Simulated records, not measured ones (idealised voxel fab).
The document below concerns the process module designated voxel ribs on slabs.
Square cell edge 5 nm, section width 265 nm, ID cut.
Cross-section = grid of square cells, listed top down in bands; band = one or more rows.
This entry defines a band. It first specifies the height of the band's top and the height of its bottom in nm, and then specifies the band's materials from left to right, stating each material with its width in nm. The word "edge to edge" identifies a single material that fills the band from edge to edge, while the word "empty" identifies empty space.
Heights are measured from 0, the level below which the as-received wafer is all one material; the lowest band has no bottom and continues downward, written as in "from 0 down".
The two numbers in a width such as "30->40" mark its ends across the band: the first belongs to the top row of cells, the second to the bottom row, and from each row to the next the width moves by the same amount.
Basically "remained the same" means that step didn't change any cell in the cross-section.
Voids not open to the top, 8 cells minimum: see "Sealed internal cavities". Written width x height at distance; distance is from the left edge; nm.
Post-settings text on a step line: simulator's own remark regarding the step.
On any step carrying a mask, the "overlay nm" setting, if present on the step's line, tells how far right of its planned place the mask lay; negative values point to the left.
PROCESS STEPS - PLAN
1,RECEIVE | material Si
2,DIRECTIONAL_DEP | material SiO2 | thk nm 30
3,DIRECTIONAL_DEP | material SiN | thk nm 15
4,PATTERN | tone cover | mask id RIB | material resist | width nm 20 | thk nm 20 | overlay nm 0
5,DIRECTIONAL_ETCH | etch materials SiN | depth nm 10
6,STRIP | etch materials resist
7,PATTERN | tone cover | mask id SLAB | material resist | width nm 80 | thk nm 20 | overlay nm 0
8,DIRECTIONAL_ETCH | etch materials SiN | depth nm 5
9,STRIP | etch materials resist
10,FILL_DEP | material SiO2 | thk nm 20
11,CMP | height nm 55
12,DIRECTIONAL_DEP | material W | thk nm 5
13,DIRECTIONAL_DEP | material aC | thk nm 15
14,PATTERN | tone cover | mask id HEATER | material resist | width nm 20 | thk nm 30 | overlay nm 0
15,DIRECTIONAL_ETCH | etch materials aC | depth nm 15
16,STRIP | etch materials resist
17,DIRECTIONAL_ETCH | etch materials W | depth nm 5
18,STRIP | etch materials aC
19,CONFORMAL_DEP | material SiO2 | thk nm 10
For clarity, it should be stated that the wafers under discussion commence in an identical condition and differ with respect to the width nm of step 14, the plan indicating the value that the first wafer had.
THE AS-RECEIVED CROSS-SECTION OF THE FIRST OF SEVERAL WAFERS CORRESPONDS TO THE STATE AFTER STEP 1
> from 0 down = Si edge to edge
> Sealed internal cavities: none
QUICK KEY FOR THE TABLE: A ROW PER WAFER, TAKEN AT THE END OF THE MODULE. FOR EACH MATERIAL IT TELLS YOU HOW MANY CELLS THE WAFER GAINED (+) OR LOST (-) SINCE IT CAME IN, AND THE CLOSED VOIDS COME AFTER
width nm 20 | +24 SiN | +669 SiO2 | +4 W | Sealed internal cavities: none
width nm 25 | +24 SiN | +669 SiO2 | +5 W | Sealed internal cavities: none
width nm 30 | +24 SiN | +669 SiO2 | +6 W | Sealed internal cavities: none
width nm 35 | +24 SiN | +669 SiO2 | +7 W | Sealed internal cavities: none
width nm 40 | +24 SiN | +669 SiO2 | +8 W | Sealed internal cavities: none
width nm 45 | +24 SiN | +669 SiO2 | +9 W | Sealed internal cavities: none
